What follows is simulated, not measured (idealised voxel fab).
process module | voxel released beams
cross-section cut | 280 nm wide | cells 5 nm
A cross-section is a grid of square cells, given in bands from the top down. A band is one or more rows of cells.
Each band's line starts with the height of the band's top and of its bottom, in nm. Then come its materials from left to right, each with its width in nm. One material with "throughout" fills the band from edge to edge. "air" is empty space.
Height 0 is the level under which the wafer as received is all one material. The lowest band goes on downwards, as in "0 down".
A width such as "30 to 40" changes by the same amount from each row of cells to the next, from the band's top row to its bottom row.
"no change" after a step means that no cell of the cross-section changed.
closed voids: empty space of 8 cells or more with no open way to the top, each as width x height at its distance from the left edge, in nm
after a step's settings: what the simulator itself notes on the step
overlay nm, on a step with a mask: how far to the right of its planned place the mask lay; to the left if negative
plan
1 op RECEIVE | material Si
2 op CONFORMAL_DEP | material Al2O3 | thk nm 10
3 op DIRECTIONAL_DEP | material SiO2 | thk nm 15
4 op MASKED_ETCH | tone open | mask id ANCHOR | width nm 25 | etch materials SiO2 | depth nm 15 | overlay nm 0
5 op CONFORMAL_DEP | material W | thk nm 10
6 op DIRECTIONAL_DEP | material aC | thk nm 15
7 op PATTERN | tone cover | mask id BEAM | material resist | width nm 105 | thk nm 35 | overlay nm 0
8 op DIRECTIONAL_ETCH | etch materials aC | depth nm 15
9 op STRIP | etch materials resist
10 op DIRECTIONAL_ETCH | etch materials W | depth nm 10
11 op STRIP | etch materials aC
12 op STRIP | etch materials SiO2
as received, after step 1
  0 down: Si throughout
  closed voids: none
first wafer at the end, as planned
  35 to 25: air 85 | W 15 | air 5 | W 85 | air 90
  25 to 20: air 90 | W 10 | air 5 | W 10 | air 165
  20 to 10: air 90 | W 25 | air 165
  10 to 0: Al2O3 throughout
  0 down: Si throughout
  closed voids: none
second wafer at the end: like start, like plan, one mistake
  40 to 30: air 85 | W 15 | air 5 | W 85 | air 90
  30 to 25: air 90 | W 10 | air 5 | W 10 | air 165
  25 to 15: air 90 | W 25 | air 165
  15 to 0: Al2O3 throughout
  0 down: Si throughout
  closed voids: none
what went wrong: step 2 ran as: op CONFORMAL_DEP | material Al2O3 | thk nm 15
at the end the second wafer has, in cells: 56 more of Al2O3
